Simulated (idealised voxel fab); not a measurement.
Process module heading - voxel quadruple lines
Displayed cross-section: cut, width of 140 nm, square cells sized 5 nm.
Cross-section = grid of square cells, listed top down in bands; band = one or more rows.
Quick guide to a band line: top height, bottom height (nm) up front; then every material left to right with its width in nm. Only one material and it's marked "full width"? Then it fills the band edge to edge. And "air" just means empty space.
Height 0 is the level under which the wafer as received is all one material. The lowest band goes on downwards, as in "0 and below".
The width entry "30 to 40" should be interpreted row by row: the top row of cells in the band takes the first number, the bottom row takes the second number, and the change between adjacent rows is uniform throughout.
Basically "changes: none" means that step didn't change any cell in the cross-section.
Internal closed voids: empty space of 8 cells or more with no open way to the top, each as width x height at its distance from the left edge, in nm
Past the settings on a step's line: simulator remark, on that step.
You can add "overlay nm" to a step's line. For a step with a mask, it describes how far the mask lay to the right of its planned position, and a negative number describes a lay to the left.
Planned process steps
1: RECEIVE with material Si
2: CONFORMAL_DEP with material SiO2, thk nm 5
3: DIRECTIONAL_DEP with material TiN, thk nm 10
4: DIRECTIONAL_DEP with material polySi, thk nm 15
5: DIRECTIONAL_DEP with material aC, thk nm 20
6: PATTERN with tone cover, mask id MANDREL, material resist, width nm 35, thk nm 25, overlay nm 0
7: DIRECTIONAL_ETCH with etch materials aC, depth nm 20
8: STRIP with etch materials resist
9: CONFORMAL_DEP with material SiO2, thk nm 15
10: DIRECTIONAL_ETCH with etch materials SiO2, depth nm 15
11: STRIP with etch materials aC
12: DIRECTIONAL_ETCH with etch materials polySi, depth nm 15
13: STRIP with etch materials SiO2
14: CONFORMAL_DEP with material SiCN, thk nm 10
15: DIRECTIONAL_ETCH with etch materials SiCN, depth nm 10
16: STRIP with etch materials polySi
17: DIRECTIONAL_ETCH with etch materials TiN, depth nm 10
18: STRIP with etch materials SiCN
19: FILL_DEP with material SiO2, thk nm 10
20: CMP with height nm 15
The cross-section here shows the wafer as received, i.e. in its state after step 1
* 0 and below = Si full width
* Internal closed voids: none
Here's the wafer cut in cross-section after the module, started and planned just like above, except one thing was done wrong in the run
* 15 down to 10 = SiO2 full width
* 10 down to 5 = SiO2: 25 / TiN: 10 / SiO2: 15 / TiN: 10 / SiO2: 15 / TiN: 10 / SiO2: 15 / TiN: 10 / SiO2: 30
* 5 down to 0 = SiO2 full width
* 0 and below = Si full width
* Internal closed voids: none
Want to know what went wrong? not per plan at step 3, really ran DIRECTIONAL_DEP with material TiN, thk nm 5
